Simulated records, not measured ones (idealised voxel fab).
process module | voxel ribs on slabs
cross-section cut | 180 nm wide | cells 5 nm
A cross-section is a grid of square cells, given in bands from the top down. A band is one or more rows of cells.
Each band's line starts with the height of the band's top and of its bottom, in nm. Then come its materials from left to right, each with its width in nm. One material with "throughout" fills the band from edge to edge. "air" is empty space.
Height 0 is the level under which the wafer as received is all one material. The lowest band goes on downwards, as in "0 down".
A width such as "30 to 40" changes by the same amount from each row of cells to the next, from the band's top row to its bottom row.
"no change" after a step means that no cell of the cross-section changed.
closed voids: empty space of 8 cells or more with no open way to the top, each as width x height at its distance from the left edge, in nm
after a step's settings: what the simulator itself notes on the step
overlay nm, on a step with a mask: how far to the right of its planned place the mask lay; to the left if negative
plan
1 op RECEIVE | material Si
2 op DIRECTIONAL_DEP | material SiO2 | thk nm 25
3 op DIRECTIONAL_DEP | material polySi | thk nm 15
4 op DIRECTIONAL_DEP | material aC | thk nm 10
5 op PATTERN | tone cover | mask id RIB | material resist | width nm 20 | thk nm 30 | overlay nm 0
6 op DIRECTIONAL_ETCH | etch materials aC | depth nm 10
7 op STRIP | etch materials resist
8 op DIRECTIONAL_ETCH | etch materials polySi | depth nm 10
9 op STRIP | etch materials aC
10 op PATTERN | tone cover | mask id SLAB | material resist | width nm 70 | thk nm 15 | overlay nm 0
11 op DIRECTIONAL_ETCH | etch materials polySi | depth nm 5
12 op STRIP | etch materials resist
13 op FILL_DEP | material SiO2 | thk nm 25
14 op CMP | height nm 55
15 op DIRECTIONAL_DEP | material TiN | thk nm 10
16 op PATTERN | tone cover | mask id HEATER | material resist | width nm 30 | thk nm 15 | overlay nm 0
17 op DIRECTIONAL_ETCH | etch materials TiN | depth nm 10
18 op STRIP | etch materials resist
19 op CONFORMAL_DEP | material SiN | thk nm 5
as received, after step 1
  0 down: Si throughout
  closed voids: none
first wafer at the end, as planned
  70 to 65: air 70 | SiN 40 | air 70
  65 to 60: air 70 | SiN 5 | TiN 30 | SiN 5 | air 70
  60 to 55: SiN 75 | TiN 30 | SiN 75
  55 to 40: SiO2 throughout
  40 to 30: SiO2 80 | polySi 20 | SiO2 80
  30 to 25: SiO2 55 | polySi 70 | SiO2 55
  25 to 0: SiO2 throughout
  0 down: Si throughout
  closed voids: none
second wafer at the end: like start, like plan, one mistake
  70 to 65: air 75 | SiN 40 | air 65
  65 to 60: air 75 | SiN 5 | TiN 30 | SiN 5 | air 65
  60 to 55: SiN 80 | TiN 30 | SiN 70
  55 to 40: SiO2 throughout
  40 to 30: SiO2 80 | polySi 20 | SiO2 80
  30 to 25: SiO2 55 | polySi 70 | SiO2 55
  25 to 0: SiO2 throughout
  0 down: Si throughout
  closed voids: none
what went wrong: step 16 ran as: op PATTERN | tone cover | mask id HEATER | material resist | width nm 30 | thk nm 15 | overlay nm 5
at the end the second wafer has, in cells: as many of each material as the first, in other places
